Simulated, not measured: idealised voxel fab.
The process module that follows is named voxel transistor to metal.
Pictured: cross-section cut, 185 nm wide, on a grid of 5 nm square cells.
Throughout this document, each cross-section is represented as a grid of square cells and is presented as a sequence of bands enumerated from the top downward, where a band comprises one or more rows of cells. A band entry consists of two parts. The first gives the height of the band's top and the height of its bottom, in nm. The rest lists the band's materials from left to right, each with its width in nm. A single material labelled with the word "everywhere" fills the band from edge to edge, and the word "blank" marks empty space. It should be noted that heights are counted from 0, beneath which the wafer as supplied is of one material throughout, and that the lowest band possesses no lower boundary but continues downward, as written in "z 0 and below". The notation "30 to 40" denotes a width that varies across the rows of cells in the band, beginning at the first number in the top row, finishing at the second number in the bottom row, and changing by an identical amount from each row to the next. Step marked "nothing was modified"? Then no cell in the cross-section changed in it. Entry "Closed void roster" = empty spaces >= 8 cells with no open way to the top; each as width x height at distance, distance from left edge, all nm. Post-settings text on a step line: simulator's own remark regarding the step. "overlay nm" on a masked step: distance the mask lay right of its planned place, negative for left.
### The process steps that were planned are listed below
1 RECEIVE, material Si
2 CONFORMAL_DEP, material SiO2, thk nm 5
3 CONFORMAL_DEP, material SiN, thk nm 10
4 MASKED_ETCH, tone cover, mask id ACTIVE, width nm 100, etch materials SiN, depth nm 10, overlay nm 0
5 MASKED_ETCH, tone cover, mask id ACTIVE, width nm 100, etch materials SiO2, depth nm 5, overlay nm 0
6 MASKED_ETCH, tone cover, mask id ACTIVE, width nm 100, etch materials Si, depth nm 30, overlay nm 0
7 FILL_DEP, material SiO2, thk nm 15
8 CMP, height nm 15
9 SELECTIVE_ETCH, etch materials SiO2, depth nm 5
10 STRIP, etch materials SiN
11 SELECTIVE_ETCH, etch materials SiO2, depth nm 5
12 OXIDIZE, depth nm 5
13 DIRECTIONAL_DEP, material polySi, thk nm 30
14 DIRECTIONAL_DEP, material SiCN, thk nm 15
15 MASKED_ETCH, tone cover, mask id GATE, width nm 20, etch materials SiCN, depth nm 25, overlay nm 0
16 MASKED_ETCH, tone cover, mask id GATE, width nm 20, etch materials polySi, depth nm 40, overlay nm 0
17 CONFORMAL_DEP, material SiN, thk nm 10
18 DIRECTIONAL_ETCH, etch materials SiN, depth nm 10
19 DIRECTIONAL_ETCH, etch materials SiO2, depth nm 5
20 DIRECTIONAL_ETCH, etch materials Si, depth nm 5
21 EPI, material SiGe, thk nm 5
22 FILL_DEP, material SiO2, thk nm 10
23 CMP, height nm 45
24 DIRECTIONAL_DEP, material SiO2, thk nm 10
25 MASKED_ETCH, tone open, mask id CONTACT, width nm 20, pitch nm 70, etch materials SiO2, depth nm 60, overlay nm 0
26 CONFORMAL_DEP, material TiN, thk nm 5
27 FILL_DEP, material Ru, thk nm 10
28 CMP, height nm 55
29 CONFORMAL_DEP, material SiN, thk nm 5
30 DIRECTIONAL_DEP, material SiO2, thk nm 15
31 PATTERN, tone open, mask id METAL_1, material resist, width nm 20, pitch nm 70, thk nm 15, overlay nm 0
32 DIRECTIONAL_ETCH, etch materials SiO2, depth nm 15
33 DIRECTIONAL_ETCH, etch materials SiN, depth nm 5
34 STRIP, etch materials resist
35 CONFORMAL_DEP, material TiN, thk nm 5
36 FILL_DEP, material Cu, thk nm 10
37 CMP, height nm 75
38 CONFORMAL_DEP, material SiCN, thk nm 5
39 DIRECTIONAL_DEP, material lowk, thk nm 30
40 MASKED_ETCH, tone open, mask id METAL_2_HOLES, width nm 15, pitch nm 70, etch materials lowk, depth nm 30, overlay nm 0
41 MASKED_ETCH, tone open, mask id METAL_2, width nm 20, pitch nm 70, etch materials lowk, depth nm 15, overlay nm 0
42 MASKED_ETCH, tone open, mask id METAL_2, width nm 20, pitch nm 70, etch materials SiCN, depth nm 5, overlay nm 0
43 CONFORMAL_DEP, material TiN, thk nm 5
44 FILL_DEP, material Cu, thk nm 5
45 CMP, height nm 110
46 CONFORMAL_DEP, material SiN, thk nm 5
### So this is the incoming wafer in cross-section - it's already been through step 1
* z 0 and below = Si everywhere
* Closed void roster: none
### Wafer at module end, in section. Began as above, planned as above, run with one mistake
* z 115 to 110 = SiN everywhere
* z 110 to 100 = lowk 45 nm; TiN 5 nm; Cu 10 nm; TiN 5 nm; lowk 50 nm; TiN 5 nm; Cu 10 nm; TiN 5 nm; lowk 50 nm
* z 100 to 95 = lowk 45 nm; TiN 5 nm; Cu 5 nm; TiN 10 nm; lowk 50 nm; TiN 5 nm; Cu 5 nm; TiN 10 nm; lowk 50 nm
* z 95 to 80 = lowk 45 nm; TiN 5 nm; Cu 5 nm; TiN 5 nm; lowk 55 nm; TiN 5 nm; Cu 5 nm; TiN 5 nm; lowk 55 nm
* z 80 to 75 = SiCN 45 nm; TiN 15 nm; SiCN 55 nm; TiN 15 nm; SiCN 55 nm
* z 75 to 60 = SiO2 45 nm; TiN 5 nm; Cu 10 nm; TiN 5 nm; SiO2 50 nm; TiN 5 nm; Cu 10 nm; TiN 5 nm; SiO2 50 nm
* z 60 to 55 = SiN 45 nm; TiN 20 nm; SiN 50 nm; TiN 20 nm; SiN 50 nm
* z 55 to 45 = SiO2 50 nm; TiN 5 nm; Ru 5 nm; TiN 5 nm; SiO2 55 nm; TiN 5 nm; Ru 5 nm; TiN 5 nm; SiO2 50 nm
* z 45 to 30 = SiO2 50 nm; TiN 5 nm; Ru 5 nm; TiN 5 nm; SiO2 5 nm; SiN 10 nm; SiCN 20 nm; SiN 10 nm; SiO2 10 nm; TiN 5 nm; Ru 5 nm; TiN 5 nm; SiO2 50 nm
* z 30 to 5 = SiO2 50 nm; TiN 5 nm; Ru 5 nm; TiN 5 nm; SiO2 5 nm; SiN 10 nm; polySi 20 nm; SiN 10 nm; SiO2 10 nm; TiN 5 nm; Ru 5 nm; TiN 5 nm; SiO2 50 nm
* z 5 to 0 = SiO2 35 nm; SiN 10 nm; SiO2 5 nm; TiN 5 nm; Ru 5 nm; TiN 5 nm; SiO2 5 nm; SiN 10 nm; polySi 20 nm; SiN 10 nm; SiO2 10 nm; TiN 15 nm; SiN 10 nm; SiO2 40 nm
* z 0 to -5 = SiO2 45 nm; SiGe 5 nm; TiN 15 nm; SiGe 5 nm; SiO2 40 nm; SiGe 5 nm; SiO2 5 nm; TiN 10 nm; SiGe 5 nm; SiO2 50 nm
* z -5 to -10 = SiO2 40 nm; Si 5 nm; SiGe 25 nm; Si 40 nm; SiGe 25 nm; Si 5 nm; SiO2 45 nm
* z -10 to -30 = SiO2 40 nm; Si 100 nm; SiO2 45 nm
* z -30 and below = Si everywhere
* Closed void roster: none
It is concluded that the wafer was processed incorrectly with respect to the plan, in that step 25 did not use the planned setting and instead ran as MASKED_ETCH, tone open, mask id CONTACT, width nm 15, pitch nm 70, etch materials SiO2, depth nm 60, overlay nm 0
